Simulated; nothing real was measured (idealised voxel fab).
A process module follows: voxel wiring stack.
Displayed cross-section: cut, width of 260 nm, square cells sized 5 nm.
Each cross-section below is a grid of square cells, stated as bands in top-down order, with one or more rows of cells making up each band. Top height, bottom height, nm. Materials left to right, width each, nm. Single material + "throughout" = fills band edge to edge. "blank" = empty. We count height from 0. Below that, the starting wafer is all one material. The lowest band never ends at the bottom but goes on down; see "from 0 down" for how that is written. It should be noted that a width expressed as "30..40" varies in equal increments from row to row of cells within the band, taking the value of the first number at the top row and that of the second number at the bottom row. Reading "no alteration" for a step: not a cell of the cross-section changed in it. Listed closed voids: empty space of 8 cells or more with no open way to the top, each as width x height at its distance from the left edge, in nm. Formally, on a step line, whatever follows the settings is a remark that the simulator itself makes on the step. overlay nm: step with mask; distance mask lay right of planned place; negative value = left of planned place.
THE PROCESS STEPS THAT WERE PLANNED ARE LISTED BELOW
1. op RECEIVE | material Si
2. op CONFORMAL_DEP | material SiO2 | thk nm 15
3. op DIRECTIONAL_DEP | material TiN | thk nm 5
4. op DIRECTIONAL_DEP | material W | thk nm 15
5. op DIRECTIONAL_DEP | material aC | thk nm 10
6. op PATTERN | tone cover | mask id METAL_1 | material resist | width nm 20 | pitch nm 50 | thk nm 25 | overlay nm 0
7. op DIRECTIONAL_ETCH | etch materials aC | depth nm 10
8. op STRIP | etch materials resist
9. op DIRECTIONAL_ETCH | etch materials W | depth nm 15
10. op DIRECTIONAL_ETCH | etch materials TiN | depth nm 5
11. op STRIP | etch materials aC
12. op FILL_DEP | material SiO2 | thk nm 5
13. op CMP | height nm 35
14. op CONFORMAL_DEP | material SiCN | thk nm 5
15. op DIRECTIONAL_DEP | material SiO2 | thk nm 20
16. op PATTERN | tone open | mask id PLUG_1 | material resist | width nm 15 | pitch nm 50 | thk nm 15 | overlay nm 0
17. op DIRECTIONAL_ETCH | etch materials SiO2 | depth nm 20
18. op DIRECTIONAL_ETCH | etch materials SiCN | depth nm 5
19. op STRIP | etch materials resist
20. op CONFORMAL_DEP | material TiN | thk nm 5
21. op FILL_DEP | material Cu | thk nm 10
22. op CMP | height nm 60
23. op CONFORMAL_DEP | material SiN | thk nm 5
24. op DIRECTIONAL_DEP | material lowk | thk nm 25
25. op DIRECTIONAL_DEP | material aC | thk nm 15
26. op PATTERN | tone open | mask id METAL_2 | material resist | width nm 20 | pitch nm 50 | thk nm 35 | overlay nm 0
27. op DIRECTIONAL_ETCH | etch materials aC | depth nm 15
28. op STRIP | etch materials resist
29. op DIRECTIONAL_ETCH | etch materials lowk | depth nm 25
30. op DIRECTIONAL_ETCH | etch materials SiN | depth nm 5
31. op STRIP | etch materials aC
32. op CONFORMAL_DEP | material TiN | thk nm 5
33. op FILL_DEP | material W | thk nm 10
34. op CMP | height nm 90
35. op EPI | material Ru | thk nm 5
36. op FILL_DEP | material SiCN | thk nm 5
37. op DIRECTIONAL_DEP | material lowk | thk nm 35
38. op DIRECTIONAL_DEP | material aC | thk nm 15
39. op PATTERN | tone open | mask id METAL_3 | material resist | width nm 20 | pitch nm 50 | thk nm 35 | overlay nm 0
40. op DIRECTIONAL_ETCH | etch materials aC | depth nm 15
41. op STRIP | etch materials resist
42. op DIRECTIONAL_ETCH | etch materials lowk | depth nm 20
43. op STRIP | etch materials aC
44. op DIRECTIONAL_DEP | material aC | thk nm 10
45. op PATTERN | tone open | mask id METAL_3_HOLES | material resist | width nm 15 | pitch nm 50 | thk nm 30 | overlay nm 0
46. op DIRECTIONAL_ETCH | etch materials aC | depth nm 10
47. op STRIP | etch materials resist
48. op DIRECTIONAL_ETCH | etch materials lowk | depth nm 15
49. op DIRECTIONAL_ETCH | etch materials SiCN | depth nm 5
50. op STRIP | etch materials aC
51. op CONFORMAL_DEP | material TiN | thk nm 5
52. op FILL_DEP | material Ru | thk nm 10
53. op CMP | height nm 135
54. op CONFORMAL_DEP | material SiCN | thk nm 5
55. op DIRECTIONAL_DEP | material lowk | thk nm 25
56. op PATTERN | tone open | mask id METAL_4 | material resist | width nm 20 | pitch nm 50 | thk nm 20 | overlay nm 0
57. op DIRECTIONAL_ETCH | etch materials lowk | depth nm 15
58. op STRIP | etch materials resist
59. op MASKED_ETCH | tone open | mask id METAL_4_HOLES | width nm 15 | pitch nm 50 | etch materials lowk | depth nm 10 | overlay nm 0
60. op MASKED_ETCH | tone open | mask id METAL_4_HOLES | width nm 15 | pitch nm 50 | etch materials SiCN | depth nm 5 | overlay nm 0
61. op CONFORMAL_DEP | material TiN | thk nm 5
62. op FILL_DEP | material Cu | thk nm 10
63. op CMP | height nm 165
64. op CONFORMAL_DEP | material SiN | thk nm 5
AS RECEIVED, AFTER STEP 1
  from 0 down: Si throughout
  Listed closed voids: none
POST-MODULE CROSS-SECTION: IDENTICAL START AND PLAN TO THOSE ABOVE, ONE MISSTEP IN EXECUTION
  from 170 to 165: SiN throughout
  from 165 to 155: lowk 70  TiN 5  Cu 10  TiN 5  lowk 30  TiN 5  Cu 10  TiN 5  lowk 30  TiN 5  Cu 10  TiN 5  lowk 70
  from 155 to 150: lowk 70  TiN 5  Cu 5  TiN 10  lowk 30  TiN 5  Cu 5  TiN 10  lowk 30  TiN 5  Cu 5  TiN 10  lowk 70
  from 150 to 140: lowk 70  TiN 5  Cu 5  TiN 5  lowk 35  TiN 5  Cu 5  TiN 5  lowk 35  TiN 5  Cu 5  TiN 5  lowk 75
  from 140 to 130: SiCN 70  TiN 15  SiCN 35  TiN 15  SiCN 35  TiN 15  SiCN 75
  from 130 to 125: SiCN 65  lowk 30  SiCN 20  lowk 30  SiCN 20  lowk 30  SiCN 65
  from 125 to 95: lowk throughout
  from 95 to 90: lowk 65  Ru 30  lowk 20  Ru 30  lowk 20  Ru 30  lowk 65
  from 90 to 65: lowk 70  TiN 5  W 10  TiN 5  lowk 30  TiN 5  W 10  TiN 5  lowk 30  TiN 5  W 10  TiN 5  lowk 70
  from 65 to 60: SiN 70  TiN 20  SiN 30  TiN 20  SiN 30  TiN 20  SiN 70
  from 60 to 40: SiO2 70  TiN 5  Cu 5  TiN 5  SiO2 35  TiN 5  Cu 5  TiN 5  SiO2 35  TiN 5  Cu 5  TiN 5  SiO2 75
  from 40 to 35: SiCN 70  TiN 15  SiCN 35  TiN 15  SiCN 35  TiN 15  SiCN 75
  from 35 to 20: SiO2 70  W 20  SiO2 30  W 20  SiO2 30  W 20  SiO2 70
  from 20 to 15: SiO2 70  TiN 20  SiO2 30  TiN 20  SiO2 30  TiN 20  SiO2 70
  from 15 to 0: SiO2 throughout
  from 0 down: Si throughout
  Listed closed voids: none
Finding, execution versus plan: steps 36 and 37 swapped
